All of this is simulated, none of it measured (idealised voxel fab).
Process module under the name voxel released beams
The figure presents cross-section cut, which has a width of 265 nm and is divided into square cells with an edge length of 5 nm.
This document writes a cross-section as a grid whose cells are square, and gives it as bands, listed from the top down; one or more rows of cells form a band. Each band's line starts with the height of the band's top and of its bottom, in nm. Then come its materials from left to right, each with its width in nm. One material with "edge to edge" fills the band from edge to edge. "air" is empty space. Heights from 0 (as-received wafer is one material below). Bottom band endless downward, as "0 -> down". Width spec "30 to 40" -> top row of cells at first value, bottom row at second value, equal per-row change in between. Where the words "no alteration" appear for a step, the cross-section shows no cell changed by that step; every cell remained as before. Listed in "Cavities, closed": every empty space of 8 or more cells without an open way to the top. Form: width x height at distance, the distance being from the left edge, all in nm. On each step's line, the part that comes after the settings is the simulator's own comment on the step. overlay nm: right-of-plan distance of the mask on a masked step; negative values mean left-of-plan.
# The process steps that were planned are listed below
1 RECEIVE, material Si
2 CONFORMAL_DEP, material SiN, thk nm 10
3 DIRECTIONAL_DEP, material SiO2, thk nm 15
4 PATTERN, tone open, mask id ANCHOR, material resist, width nm 40, thk nm 15, overlay nm 0
5 DIRECTIONAL_ETCH, etch materials SiO2, depth nm 15
6 STRIP, etch materials resist
7 CONFORMAL_DEP, material W, thk nm 15
8 DIRECTIONAL_DEP, material aC, thk nm 10
9 PATTERN, tone cover, mask id BEAM, material resist, width nm 80, thk nm 30, overlay nm 0
10 DIRECTIONAL_ETCH, etch materials aC, depth nm 10
11 STRIP, etch materials resist
12 DIRECTIONAL_ETCH, etch materials W, depth nm 15
13 STRIP, etch materials aC
14 STRIP, etch materials SiO2
The wafers are alike at the start. At step 9, their width nm differs. The plan lists the first wafer's value.
# This is how the first of several wafers looked in cross-section when it arrived, which is after step 1
  0 -> down | Si edge to edge
  Cavities, closed: none
# Gained (+) or lost (-) cells of each material since receipt, then closed voids: one row per wafer, at the end of the module
width nm 80, +106 SiN, +66 W, Cavities, closed: none
width nm 85, +106 SiN, +69 W, Cavities, closed: none
width nm 90, +106 SiN, +72 W, Cavities, closed: none
width nm 95, +106 SiN, +75 W, Cavities, closed: none
width nm 100, +106 SiN, +78 W, Cavities, closed: none
width nm 105, +106 SiN, +81 W, Cavities, closed: none
